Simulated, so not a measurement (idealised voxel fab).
This is a process module. Its name is voxel ribs on slabs.
Section cut is 145 nm wide and gridded with 5 nm square cells.
Cross-section format: a grid of square cells, given as bands from top to bottom; each band is one or more rows of cells. Within each band entry, the heights of the top and of the bottom of the band appear first, in that order and in nm; the materials of the band then follow from left to right, each with its corresponding width in nm. The designation "everywhere" on a single material indicates that it fills the band from edge to edge; the designation "empty" indicates empty space. The reference from which all heights are counted is 0, the level beneath which the as-received wafer is entirely one material; the lowest band, having no lower bound, proceeds downward and is written after the example "0 down". Width "30..40": first value at the band's top row of cells, second value at its bottom row, equal change from row to row. Take "stayed the same" at face value: in the step it is given for, the cross-section changed in none of its cells. The entry titled "Closed void roster" provides the empty spaces that have no open way to the top, restricted to those of 8 cells or more. Each is presented as width x height at distance, the distance being measured from the left edge, with all three in nm. Whatever follows a step's settings on its line is a remark the simulator itself makes about that step. overlay nm: on a step with a mask, how far right of its planned place the mask lay; negative means left.
-- The steps planned for the process are as follows
1 RECEIVE, material Si
2 DIRECTIONAL_DEP, material SiO2, thk nm 25
3 DIRECTIONAL_DEP, material SiN, thk nm 15
4 PATTERN, tone cover, mask id RIB, material resist, width nm 25, thk nm 20, overlay nm 0
5 DIRECTIONAL_ETCH, etch materials SiN, depth nm 5
6 STRIP, etch materials resist
7 PATTERN, tone cover, mask id SLAB, material resist, width nm 85, thk nm 15, overlay nm 0
8 DIRECTIONAL_ETCH, etch materials SiN, depth nm 10
9 STRIP, etch materials resist
10 FILL_DEP, material SiO2, thk nm 15
11 CMP, height nm 50
12 DIRECTIONAL_DEP, material W, thk nm 10
13 PATTERN, tone cover, mask id HEATER, material resist, width nm 35, thk nm 20, overlay nm 0
14 DIRECTIONAL_ETCH, etch materials W, depth nm 10
15 STRIP, etch materials resist
16 CONFORMAL_DEP, material SiO2, thk nm 5
-- Cross-sectional view of the wafer in its as-received condition, corresponding to the state after step 1
- 0 down | Si everywhere
- Closed void roster: none
-- Wafer at module end, in section. Began as above, planned as above, run with one mistake
- 60 to 50 | empty 55 / W 35 / empty 55
- 50 to 40 | SiO2 everywhere
- 40 to 35 | SiO2 60 / SiN 25 / SiO2 60
- 35 to 25 | SiO2 30 / SiN 85 / SiO2 30
- 25 to 0 | SiO2 everywhere
- 0 down | Si everywhere
- Closed void roster: none
what went wrong: step 16 of the plan did not run at all; it was left out
